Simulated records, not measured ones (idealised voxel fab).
Module name: voxel self aligned vias (process module)
The width of the displayed cross-section, cut, is 210 nm; its cells are square, with a size of 5 nm.
Cross-sections here: square-cell grids, written as top-down lists of bands, a band being one or more rows of cells.
In this notation a band is specified by the heights of its top and bottom, in that order and in nm, after which its materials appear from left to right, each paired with its width in nm. The word "full width" attached to a single material means that material fills the band from edge to edge; the word "blank" stands for empty space.
We count height from 0. Below that, the starting wafer is all one material. The lowest band never ends at the bottom but goes on down; see "top 0, no bottom" for how that is written.
The two numbers in a width such as "30..40" mark its ends across the band: the first belongs to the top row of cells, the second to the bottom row, and from each row to the next the width moves by the same amount.
No cell of the cross-section changed in a step that is given as "no change".
What "Closed empty spaces" gives you is every empty space of 8 cells or more that is cut off from the top. Each appears as width x height at distance, with the distance taken from the left edge and width, height and distance all in nm.
Step line, after settings: the simulator's comment on this step.
overlay nm, on a step with a mask: how far to the right of its planned place the mask lay; to the left if negative
## Listed below are the process steps as planned
1 RECEIVE with material Si
2 CONFORMAL_DEP with material SiO2, thk nm 15
3 CONFORMAL_DEP with material SiCN, thk nm 5
4 DIRECTIONAL_DEP with material SiO2, thk nm 20
5 PATTERN with tone open, mask id LINES, material resist, width nm 15, pitch nm 55, thk nm 15, overlay nm 0
6 DIRECTIONAL_ETCH with etch materials SiO2, depth nm 20
7 STRIP with etch materials resist
8 CONFORMAL_DEP with material TiN, thk nm 5
9 FILL_DEP with material Ru, thk nm 5
10 CMP with height nm 40
11 SELECTIVE_ETCH with etch materials W Ru TiN, depth nm 10
12 FILL_DEP with material SiN, thk nm 10
13 CMP with height nm 40
14 DIRECTIONAL_DEP with material SiO2, thk nm 20
15 MASKED_ETCH with tone open, mask id VIAS, width nm 40, pitch nm 110, etch materials SiO2, depth nm 20, overlay nm 0
16 MASKED_ETCH with tone open, mask id VIAS, width nm 40, pitch nm 110, etch materials SiN, depth nm 10, overlay nm 0
17 CONFORMAL_DEP with material TiN, thk nm 5
18 FILL_DEP with material Cu, thk nm 10
19 CMP with height nm 60
20 CONFORMAL_DEP with material SiCN, thk nm 5
Variable across wafers: step 5 width nm (plan value is that of the first wafer; starting state common to all).
## first wafer as received, after step 1
> top 0, no bottom | Si full width
> Closed empty spaces: none
## The first of several wafers, seen in cross-section after the module's last step, step 20
> top 65, bottom 60 | SiCN full width
> top 60, bottom 45 | 30 nm SiO2; 5 nm TiN; 30 nm Cu; 5 nm TiN; 70 nm SiO2; 5 nm TiN; 30 nm Cu; 5 nm TiN; 30 nm SiO2
> top 45, bottom 40 | 30 nm SiO2; 20 nm TiN; 5 nm Cu; 15 nm TiN; 70 nm SiO2; 20 nm TiN; 5 nm Cu; 15 nm TiN; 30 nm SiO2
> top 40, bottom 35 | 45 nm SiO2; 5 nm TiN; 5 nm Cu; 5 nm TiN; 40 nm SiO2; 15 nm SiN; 40 nm SiO2; 5 nm TiN; 5 nm Cu; 5 nm TiN; 40 nm SiO2
> top 35, bottom 30 | 45 nm SiO2; 15 nm TiN; 40 nm SiO2; 15 nm SiN; 40 nm SiO2; 15 nm TiN; 40 nm SiO2
> top 30, bottom 25 | 45 nm SiO2; 5 nm TiN; 5 nm Ru; 5 nm TiN; 40 nm SiO2; 5 nm TiN; 5 nm Ru; 5 nm TiN; 40 nm SiO2; 5 nm TiN; 5 nm Ru; 5 nm TiN; 40 nm SiO2
> top 25, bottom 20 | 45 nm SiO2; 15 nm TiN; 40 nm SiO2; 15 nm TiN; 40 nm SiO2; 15 nm TiN; 40 nm SiO2
> top 20, bottom 15 | SiCN full width
> top 15, bottom 0 | SiO2 full width
> top 0, no bottom | Si full width
> Closed empty spaces: none
## Last-wafer cross-section at the end of the module
> top 65, bottom 60 | SiCN full width
> top 60, bottom 45 | 30 nm SiO2; 5 nm TiN; 30 nm Cu; 5 nm TiN; 70 nm SiO2; 5 nm TiN; 30 nm Cu; 5 nm TiN; 30 nm SiO2
> top 45, bottom 40 | 30 nm SiO2; 10 nm TiN; 25 nm Cu; 5 nm TiN; 70 nm SiO2; 10 nm TiN; 25 nm Cu; 5 nm TiN; 30 nm SiO2
> top 40, bottom 35 | 35 nm SiO2; 5 nm TiN; 25 nm Cu; 5 nm TiN; 20 nm SiO2; 35 nm SiN; 20 nm SiO2; 5 nm TiN; 25 nm Cu; 5 nm TiN; 30 nm SiO2
> top 35, bottom 30 | 35 nm SiO2; 35 nm TiN; 20 nm SiO2; 35 nm SiN; 20 nm SiO2; 35 nm TiN; 30 nm SiO2
> top 30, bottom 25 | 35 nm SiO2; 5 nm TiN; 25 nm Ru; 5 nm TiN; 20 nm SiO2; 5 nm TiN; 25 nm Ru; 5 nm TiN; 20 nm SiO2; 5 nm TiN; 25 nm Ru; 5 nm TiN; 30 nm SiO2
> top 25, bottom 20 | 35 nm SiO2; 35 nm TiN; 20 nm SiO2; 35 nm TiN; 20 nm SiO2; 35 nm TiN; 30 nm SiO2
> top 20, bottom 15 | SiCN full width
> top 15, bottom 0 | SiO2 full width
> top 0, no bottom | Si full width
> Closed empty spaces: none
## Per wafer (row), end of module: delta in cells per material since receipt, (+) for gained, (-) for lost; closed voids after that
width nm 15; +40 Cu; +3 Ru; +84 SiCN; +6 SiN; +362 SiO2; +51 TiN; Closed empty spaces: none
width nm 20; +44 Cu; +6 Ru; +84 SiCN; +8 SiN; +350 SiO2; +54 TiN; Closed empty spaces: none
width nm 25; +48 Cu; +9 Ru; +84 SiCN; +10 SiN; +338 SiO2; +57 TiN; Closed empty spaces: none
width nm 30; +52 Cu; +12 Ru; +84 SiCN; +12 SiN; +326 SiO2; +60 TiN; Closed empty spaces: none
width nm 35; +56 Cu; +15 Ru; +84 SiCN; +14 SiN; +314 SiO2; +63 TiN; Closed empty spaces: none
